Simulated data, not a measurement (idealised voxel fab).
The document below concerns the process module designated voxel transistor to metal.
Each square cell in cross-section cut measures 5 nm, and the section as a whole is 275 nm wide.
Notation: cross-section as square-cell grid; stated in bands, top first, going down; one or more cell rows per band.
Look at the band entry: it leads with the top's height and the bottom's height in nm. Then it lists the materials left to right, with a width in nm for each. The word "edge to edge" on a single material says that material fills the band edge to edge. The word "blank" is empty space.
It should be noted that heights are counted from 0, beneath which the wafer as supplied is of one material throughout, and that the lowest band possesses no lower boundary but continues downward, as written in "0 down".
Per-row width for "30->40": begins at first number (top row of band), ends at second number (bottom row), increment between rows held constant.
Step note "no change occurred" = no cross-section cell changed.
The label "Entrapped voids" introduces a list of the empty spaces, 8 cells or larger, that have no open way up to the top; each entry in it reads width x height at distance, where the distance is taken from the left edge and all three are stated in nm.
Step line, after settings: the simulator's comment on this step.
"overlay nm" answers the question of how far to the right of plan the mask lay on a step that has a mask, and when it is negative the answer is to the left.
## The steps planned for the process are as follows
step 1: RECEIVE,material Si
step 2: OXIDIZE,depth nm 5
step 3: CONFORMAL_DEP,material SiN,thk nm 15
step 4: MASKED_ETCH,tone cover,mask id ACTIVE,width nm 105,pitch nm 125,etch materials SiN,depth nm 15,overlay nm 0
step 5: MASKED_ETCH,tone cover,mask id ACTIVE,width nm 105,pitch nm 125,etch materials SiO2,depth nm 5,overlay nm 0
step 6: MASKED_ETCH,tone cover,mask id ACTIVE,width nm 105,pitch nm 125,etch materials Si,depth nm 20,overlay nm 0
step 7: FILL_DEP,material SiO2,thk nm 10
step 8: CMP,height nm 15
step 9: SELECTIVE_ETCH,etch materials SiO2,depth nm 5
step 10: STRIP,etch materials SiN
step 11: SELECTIVE_ETCH,etch materials SiO2,depth nm 5
step 12: OXIDIZE,depth nm 5
step 13: DIRECTIONAL_DEP,material polySi,thk nm 20
step 14: DIRECTIONAL_DEP,material SiCN,thk nm 15
step 15: DIRECTIONAL_DEP,material aC,thk nm 10
step 16: PATTERN,tone cover,mask id GATE,material resist,width nm 25,pitch nm 125,thk nm 30,overlay nm 0
step 17: DIRECTIONAL_ETCH,etch materials aC,depth nm 10
step 18: STRIP,etch materials resist
step 19: DIRECTIONAL_ETCH,etch materials SiCN,depth nm 25
step 20: DIRECTIONAL_ETCH,etch materials polySi,depth nm 30
step 21: STRIP,etch materials aC
step 22: CONFORMAL_DEP,material SiN,thk nm 10
step 23: DIRECTIONAL_ETCH,etch materials SiN,depth nm 10
step 24: DIRECTIONAL_ETCH,etch materials SiO2,depth nm 5
step 25: DIRECTIONAL_ETCH,etch materials Si,depth nm 10
step 26: EPI,material nSi,thk nm 10
step 27: FILL_DEP,material SiO2,thk nm 5
step 28: CMP,height nm 15
step 29: STRIP,etch materials polySi
step 30: SELECTIVE_ETCH,etch materials SiO2,depth nm 5
step 31: CONFORMAL_DEP,material HfO2,thk nm 5
step 32: CONFORMAL_DEP,material TiN,thk nm 5
step 33: FILL_DEP,material W,thk nm 5
step 34: CMP,height nm 10
step 35: DIRECTIONAL_DEP,material SiO2,thk nm 15
step 36: DIRECTIONAL_DEP,material aC,thk nm 15
step 37: PATTERN,tone open,mask id CONTACT,material resist,width nm 20,thk nm 30,overlay nm 0
step 38: DIRECTIONAL_ETCH,etch materials aC,depth nm 15
step 39: STRIP,etch materials resist
step 40: DIRECTIONAL_ETCH,etch materials SiO2,depth nm 35
step 41: STRIP,etch materials aC
step 42: CONFORMAL_DEP,material TiN,thk nm 5
step 43: FILL_DEP,material W,thk nm 10
step 44: CMP,height nm 25
step 45: DIRECTIONAL_DEP,material TiN,thk nm 5
step 46: DIRECTIONAL_DEP,material Ru,thk nm 15
step 47: PATTERN,tone cover,mask id METAL_1,material resist,width nm 20,thk nm 15,overlay nm 0
step 48: DIRECTIONAL_ETCH,etch materials Ru,depth nm 15
step 49: DIRECTIONAL_ETCH,etch materials TiN,depth nm 5
step 50: STRIP,etch materials resist
step 51: FILL_DEP,material SiO2,thk nm 5
step 52: CMP,height nm 45
step 53: CONFORMAL_DEP,material SiCN,thk nm 5
## As received (post step 1): cross-section
0 down  Si edge to edge
Entrapped voids: none
## Sectioned view, first of two wafers, at the close of the module, processed as intended in the plan
50 to 45  SiCN edge to edge
45 to 30  SiO2 25, Ru 20, SiO2 55, Ru 20, SiO2 30, Ru 20, SiO2 55, Ru 20, SiO2 30
30 to 25  SiO2 25, TiN 20, SiO2 55, TiN 20, SiO2 30, TiN 20, SiO2 55, TiN 20, SiO2 30
25 to 10  SiO2 25, TiN 5, W 10, TiN 5, SiO2 55, TiN 5, W 10, TiN 5, SiO2 30, TiN 5, W 10, TiN 5, SiO2 55, TiN 5, W 10, TiN 5, SiO2 30
10 to 5  SiO2 25, TiN 5, W 10, TiN 5, SiO2 5, SiN 10, HfO2 5, TiN 5, W 5, TiN 5, HfO2 5, SiN 10, SiO2 5, TiN 5, W 10, TiN 5, SiO2 30, TiN 5, W 10, TiN 5, SiO2 5, SiN 10, HfO2 5, TiN 5, W 5, TiN 5, HfO2 5, SiN 10, SiO2 5, TiN 5, W 10, TiN 5, SiO2 30
5 to 0  SiO2 15, SiN 10, TiN 20, SiO2 5, SiN 10, HfO2 5, TiN 5, W 5, TiN 5, HfO2 5, SiN 10, SiO2 5, TiN 20, SiN 10, SiO2 10, SiN 10, TiN 20, SiO2 5, SiN 10, HfO2 5, TiN 5, W 5, TiN 5, HfO2 5, SiN 10, SiO2 5, TiN 20, SiN 10, SiO2 20
0 to -5  SiO2 15, SiN 10, nSi 10, TiN 5, nSi 10, SiN 10, HfO2 5, TiN 15, HfO2 5, SiN 10, nSi 10, TiN 5, nSi 10, SiN 10, SiO2 10, SiN 10, nSi 10, TiN 5, nSi 10, SiN 10, HfO2 5, TiN 15, HfO2 5, SiN 10, nSi 10, TiN 5, nSi 10, SiN 10, SiO2 20
-5 to -10  SiO2 25, nSi 10, TiN 5, nSi 10, SiO2 5, HfO2 35, SiO2 5, nSi 10, TiN 5, nSi 10, SiO2 30, nSi 10, TiN 5, nSi 10, SiO2 5, HfO2 35, SiO2 5, nSi 10, TiN 5, nSi 10, SiO2 30
-10 to -20  SiO2 20, Si 5, nSi 25, Si 45, nSi 25, Si 5, SiO2 20, Si 5, nSi 25, Si 45, nSi 25, Si 5, SiO2 25
-20 to -25  SiO2 20, Si 105, SiO2 20, Si 105, SiO2 25
-25 down  Si edge to edge
Entrapped voids: none
## Cross-section at end of module for the second wafer of two, which matched the first in starting point and plan and differed by one mistake in its processing
50 to 45  SiCN edge to edge
45 to 30  SiO2 25, Ru 20, SiO2 55, Ru 20, SiO2 30, Ru 20, SiO2 55, Ru 20, SiO2 30
30 to 25  SiO2 25, TiN 20, SiO2 55, TiN 20, SiO2 30, TiN 20, SiO2 55, TiN 20, SiO2 30
25 to 10  SiO2 25, TiN 5, W 10, TiN 5, SiO2 55, TiN 5, W 10, TiN 5, SiO2 30, TiN 5, W 10, TiN 5, SiO2 55, TiN 5, W 10, TiN 5, SiO2 30
10 to 5  SiO2 25, TiN 5, W 10, TiN 5, SiO2 5, SiN 10, SiCN 25, SiN 10, SiO2 5, TiN 5, W 10, TiN 5, SiO2 30, TiN 5, W 10, TiN 5, SiO2 5, SiN 10, SiCN 25, SiN 10, SiO2 5, TiN 5, W 10, TiN 5, SiO2 30
5 to 0  SiO2 15, SiN 10, TiN 20, SiO2 5, SiN 10, SiCN 25, SiN 10, SiO2 5, TiN 20, SiN 10, SiO2 10, SiN 10, TiN 20, SiO2 5, SiN 10, SiCN 25, SiN 10, SiO2 5, TiN 20, SiN 10, SiO2 20
0 to -5  SiO2 15, SiN 10, nSi 10, TiN 5, nSi 10, SiN 10, SiCN 25, SiN 10, nSi 10, TiN 5, nSi 10, SiN 10, SiO2 10, SiN 10, nSi 10, TiN 5, nSi 10, SiN 10, SiCN 25, SiN 10, nSi 10, TiN 5, nSi 10, SiN 10, SiO2 20
-5 to -10  SiO2 25, nSi 10, TiN 5, nSi 10, SiO2 45, nSi 10, TiN 5, nSi 10, SiO2 30, nSi 10, TiN 5, nSi 10, SiO2 45, nSi 10, TiN 5, nSi 10, SiO2 30
-10 to -20  SiO2 20, Si 5, nSi 25, Si 45, nSi 25, Si 5, SiO2 20, Si 5, nSi 25, Si 45, nSi 25, Si 5, SiO2 25
-20 to -25  SiO2 20, Si 105, SiO2 20, Si 105, SiO2 25
-25 down  Si edge to edge
Entrapped voids: none
Want to know what went wrong? plan step 13 was not performed, having been skipped
The second wafer ends with more or fewer cells of some materials than the first, per final count: 26 fewer of HfO2; 30 more of SiCN; 14 more of SiO2; 14 fewer of TiN; 4 fewer of W
